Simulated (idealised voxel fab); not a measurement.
process module | voxel lift off
cross-section cut | 270 nm wide | cells 5 nm
A cross-section is a grid of square cells, given in bands from the top down. A band is one or more rows of cells.
Each band's line starts with the height of the band's top and of its bottom, in nm. Then come its materials from left to right, each with its width in nm. One material with "throughout" fills the band from edge to edge. "air" is empty space.
Height 0 is the level under which the wafer as received is all one material. The lowest band goes on downwards, as in "0 down".
A width such as "30 to 40" changes by the same amount from each row of cells to the next, from the band's top row to its bottom row.
"no change" after a step means that no cell of the cross-section changed.
closed voids: empty space of 8 cells or more with no open way to the top, each as width x height at its distance from the left edge, in nm
after a step's settings: what the simulator itself notes on the step
overlay nm, on a step with a mask: how far to the right of its planned place the mask lay; to the left if negative
plan
1 op RECEIVE | material Si
2 op CONFORMAL_DEP | material SiN | thk nm 5
3 op PATTERN | tone open | mask id LINES | material resist | width nm 15 | pitch nm 45 | thk nm 20 | overlay nm 0
4 op DIRECTIONAL_DEP | material Ru | thk nm 10
5 op STRIP | etch materials resist
6 op CONFORMAL_DEP | material SiCN | thk nm 10
first wafer, as planned
as received, after step 1
  0 down: Si throughout
  closed voids: none
after step 2
  5 to 0: SiN throughout
  below 0: unchanged
after step 3
  25 to 5: resist 60 | air 15 | resist 30 | air 15 | resist 30 | air 15 | resist 30 | air 15 | resist 60
  below 5: unchanged
after step 4
  35 to 25: Ru 60 | air 15 | Ru 30 | air 15 | Ru 30 | air 15 | Ru 30 | air 15 | Ru 60
  25 to 15: resist 60 | air 15 | resist 30 | air 15 | resist 30 | air 15 | resist 30 | air 15 | resist 60
  15 to 5: resist 60 | Ru 15 | resist 30 | Ru 15 | resist 30 | Ru 15 | resist 30 | Ru 15 | resist 60
  below 5: unchanged
after step 5
  15 to 5: air 60 | Ru 15 | air 30 | Ru 15 | air 30 | Ru 15 | air 30 | Ru 15 | air 60
  below 5: unchanged
after step 6
  25 to 15: air 50 | SiCN 35 | air 10 | SiCN 35 | air 10 | SiCN 35 | air 10 | SiCN 35 | air 50
  15 to 5: SiCN 60 | Ru 15 | SiCN 30 | Ru 15 | SiCN 30 | Ru 15 | SiCN 30 | Ru 15 | SiCN 60
  below 5: unchanged
second wafer: like start, like plan, one mistake. Through step 3 it matches the first wafer
when step 4 should have ended
  40 to 25: Ru 60 | air 15 | Ru 30 | air 15 | Ru 30 | air 15 | Ru 30 | air 15 | Ru 60
  25 to 20: resist 60 | air 15 | resist 30 | air 15 | resist 30 | air 15 | resist 30 | air 15 | resist 60
  20 to 5: resist 60 | Ru 15 | resist 30 | Ru 15 | resist 30 | Ru 15 | resist 30 | Ru 15 | resist 60
  below 5: unchanged
when step 5 should have ended
  20 to 5: air 60 | Ru 15 | air 30 | Ru 15 | air 30 | Ru 15 | air 30 | Ru 15 | air 60
  below 5: unchanged
when step 6 should have ended
  30 to 20: air 50 | SiCN 35 | air 10 | SiCN 35 | air 10 | SiCN 35 | air 10 | SiCN 35 | air 50
  20 to 15: air 50 | SiCN 10 | Ru 15 | SiCN 10 | air 10 | SiCN 10 | Ru 15 | SiCN 10 | air 10 | SiCN 10 | Ru 15 | SiCN 10 | air 10 | SiCN 10 | Ru 15 | SiCN 10 | air 50
  15 to 5: SiCN 60 | Ru 15 | SiCN 30 | Ru 15 | SiCN 30 | Ru 15 | SiCN 30 | Ru 15 | SiCN 60
  below 5: unchanged
what went wrong: step 4 ran as: op DIRECTIONAL_DEP | material Ru | thk nm 15
at the end the second wafer has, in cells: 12 more of Ru | 16 more of SiCN
